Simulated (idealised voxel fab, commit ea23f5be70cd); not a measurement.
The process module presented herein is designated voxel plated lines.
We display cut, a cross-section 225 nm in width whose square cells are each 5 nm.
Cross-sections here: square-cell grids, written as top-down lists of bands, a band being one or more rows of cells.
Heads up on the band format: heights come first, top then bottom, in nm. After that it's the materials left to right, each with its width in nm. A single material flagged "throughout" fills the whole band edge to edge, and "empty" means there's empty space there.
All heights in this document are referenced to 0, defined as the level beneath which the wafer, as received, consists entirely of one material. The lowest band is not bounded below; it extends indefinitely downward and is written in the form "0 and below".
A width given as "30 to 40" starts at the first number in the band's top row and ends at the second number in its bottom row, shifting by an equal amount at every step from row to row.
Key: "identical to before" - step with no changed cell in the cross-section.
Under "Closed void catalog" you'll find the enclosed gaps, the ones with no way out to the top, that are 8 cells or bigger; each reads width x height at distance, with distance counted from the left edge, everything in nm.
If you see something after the settings on a step's line, that's the simulator's own remark about that step.
"overlay nm" answers the question of how far to the right of plan the mask lay on a step that has a mask, and when it is negative the answer is to the left.

The process steps that were planned are listed below
1: RECEIVE | material Si
2: CONFORMAL_DEP | material Al2O3 | thk nm 10
3: DIRECTIONAL_DEP | material TiN | thk nm 5
4: PATTERN | tone open | mask id LINES | material resist | width nm 15 | pitch nm 40 | thk nm 30 | overlay nm 0
5: EPI | material Ru | thk nm 5
6: EPI | material Ru | thk nm 5
7: STRIP | etch materials resist
8: DIRECTIONAL_ETCH | etch materials TiN | depth nm 5
9: CONFORMAL_DEP | material SiO2 | thk nm 10

Delivered wafer in cross-section: state after step 1
* 0 and below | Si throughout
* Closed void catalog: none

Sectioned view, first of two wafers, at the close of the module, processed as intended in the plan
* 35 down to 25 | empty 75 nm / SiO2 35 nm / empty 5 nm / SiO2 35 nm / empty 75 nm
* 25 down to 20 | empty 75 nm / SiO2 10 nm / Ru 15 nm / SiO2 10 nm / empty 5 nm / SiO2 10 nm / Ru 15 nm / SiO2 10 nm / empty 75 nm
* 20 down to 15 | SiO2 85 nm / Ru 15 nm / SiO2 25 nm / Ru 15 nm / SiO2 85 nm
* 15 down to 10 | SiO2 85 nm / TiN 15 nm / SiO2 25 nm / TiN 15 nm / SiO2 85 nm
* 10 down to 0 | Al2O3 throughout
* 0 and below | Si throughout
* Closed void catalog: none

Here's the second of our two wafers sectioned at module end. Same start as the first, same plan, but one mistake got made running it
* 35 down to 25 | empty 70 nm / SiO2 35 nm / empty 5 nm / SiO2 35 nm / empty 80 nm
* 25 down to 20 | empty 70 nm / SiO2 10 nm / Ru 15 nm / SiO2 10 nm / empty 5 nm / SiO2 10 nm / Ru 15 nm / SiO2 10 nm / empty 80 nm
* 20 down to 15 | SiO2 80 nm / Ru 15 nm / SiO2 25 nm / Ru 15 nm / SiO2 90 nm
* 15 down to 10 | SiO2 80 nm / TiN 15 nm / SiO2 25 nm / TiN 15 nm / SiO2 90 nm
* 10 down to 0 | Al2O3 throughout
* 0 and below | Si throughout
* Closed void catalog: none
Misprocessing identified: step 4, actual vs plan mismatch, actual run PATTERN | tone open | mask id LINES | material resist | width nm 15 | pitch nm 40 | thk nm 30 | overlay nm -5
Comparing end states, the material composition by cell count is preserved from the first wafer to the second, while the locations of the cells are not.
